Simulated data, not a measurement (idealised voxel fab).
process module | voxel capacitor over wiring
cross-section cut | 155 nm wide | cells 5 nm
A cross-section is a grid of square cells, given in bands from the top down. A band is one or more rows of cells.
Each band's line starts with the height of the band's top and of its bottom, in nm. Then come its materials from left to right, each with its width in nm. One material with "throughout" fills the band from edge to edge. "air" is empty space.
Height 0 is the level under which the wafer as received is all one material. The lowest band goes on downwards, as in "0 down".
A width such as "30 to 40" changes by the same amount from each row of cells to the next, from the band's top row to its bottom row.
"no change" after a step means that no cell of the cross-section changed.
closed voids: empty space of 8 cells or more with no open way to the top, each as width x height at its distance from the left edge, in nm
after a step's settings: what the simulator itself notes on the step
overlay nm, on a step with a mask: how far to the right of its planned place the mask lay; to the left if negative
plan
1 op RECEIVE | material Si
2 op CONFORMAL_DEP | material SiO2 | thk nm 15
3 op DIRECTIONAL_DEP | material TiN | thk nm 5
4 op DIRECTIONAL_DEP | material W | thk nm 15
5 op DIRECTIONAL_DEP | material aC | thk nm 10
6 op PATTERN | tone cover | mask id METAL_1 | material resist | width nm 20 | pitch nm 75 | thk nm 25 | overlay nm 0
7 op DIRECTIONAL_ETCH | etch materials aC | depth nm 10
8 op STRIP | etch materials resist
9 op DIRECTIONAL_ETCH | etch materials W | depth nm 15
10 op DIRECTIONAL_ETCH | etch materials TiN | depth nm 5
11 op STRIP | etch materials aC
12 op FILL_DEP | material SiO2 | thk nm 10
13 op CMP | height nm 35
14 op CONFORMAL_DEP | material SiCN | thk nm 5
15 op DIRECTIONAL_DEP | material lowk | thk nm 20
16 op PATTERN | tone open | mask id PLUG_1 | material resist | width nm 15 | thk nm 15 | overlay nm 0
17 op DIRECTIONAL_ETCH | etch materials lowk | depth nm 20
18 op DIRECTIONAL_ETCH | etch materials SiCN | depth nm 5
19 op STRIP | etch materials resist
20 op EPI | material Ru | thk nm 10
21 op EPI | material Ru | thk nm 10
22 op EPI | material Ru | thk nm 5
23 op DIRECTIONAL_DEP | material TiN | thk nm 10
24 op DIRECTIONAL_DEP | material SiN | thk nm 5
25 op DIRECTIONAL_DEP | material TiN | thk nm 10
26 op MASKED_ETCH | tone cover | mask id UPPER_PLATE | width nm 50 | etch materials TiN | depth nm 10 | overlay nm 0
27 op MASKED_ETCH | tone cover | mask id UPPER_PLATE | width nm 60 | etch materials SiN | depth nm 5 | overlay nm 0
28 op MASKED_ETCH | tone cover | mask id LOWER_PLATE | width nm 70 | etch materials TiN | depth nm 10 | overlay nm 0
29 op FILL_DEP | material SiO2 | thk nm 15
30 op CMP | height nm 95
31 op MASKED_ETCH | tone open | mask id PLUG_2 | width nm 15 | etch materials SiO2 | depth nm 10 | overlay nm 0
32 op CONFORMAL_DEP | material TiN | thk nm 5
33 op FILL_DEP | material Ru | thk nm 5
34 op CMP | height nm 95
35 op CONFORMAL_DEP | material SiN | thk nm 5
varied across the wafers: width nm of step 26. The plan shows the first wafer's value. All wafers start alike
first wafer as received, after step 1
  0 down: Si throughout
  closed voids: none
each wafer at the end: cells of each material gained (+) or lost (-) since it was received, then its closed voids
width nm 50 | +16 Ru | +28 SiCN | +43 SiN | +336 SiO2 | +61 TiN | +24 W | +112 lowk | closed voids: none
width nm 55 | +16 Ru | +28 SiCN | +43 SiN | +334 SiO2 | +63 TiN | +24 W | +112 lowk | closed voids: none
width nm 60 | +16 Ru | +28 SiCN | +43 SiN | +332 SiO2 | +65 TiN | +24 W | +112 lowk | closed voids: none
width nm 65 | +16 Ru | +28 SiCN | +44 SiN | +329 SiO2 | +67 TiN | +24 W | +112 lowk | closed voids: none
width nm 70 | +16 Ru | +28 SiCN | +45 SiN | +326 SiO2 | +69 TiN | +24 W | +112 lowk | closed voids: none
width nm 75 | +16 Ru | +28 SiCN | +46 SiN | +323 SiO2 | +71 TiN | +24 W | +112 lowk | closed voids: none
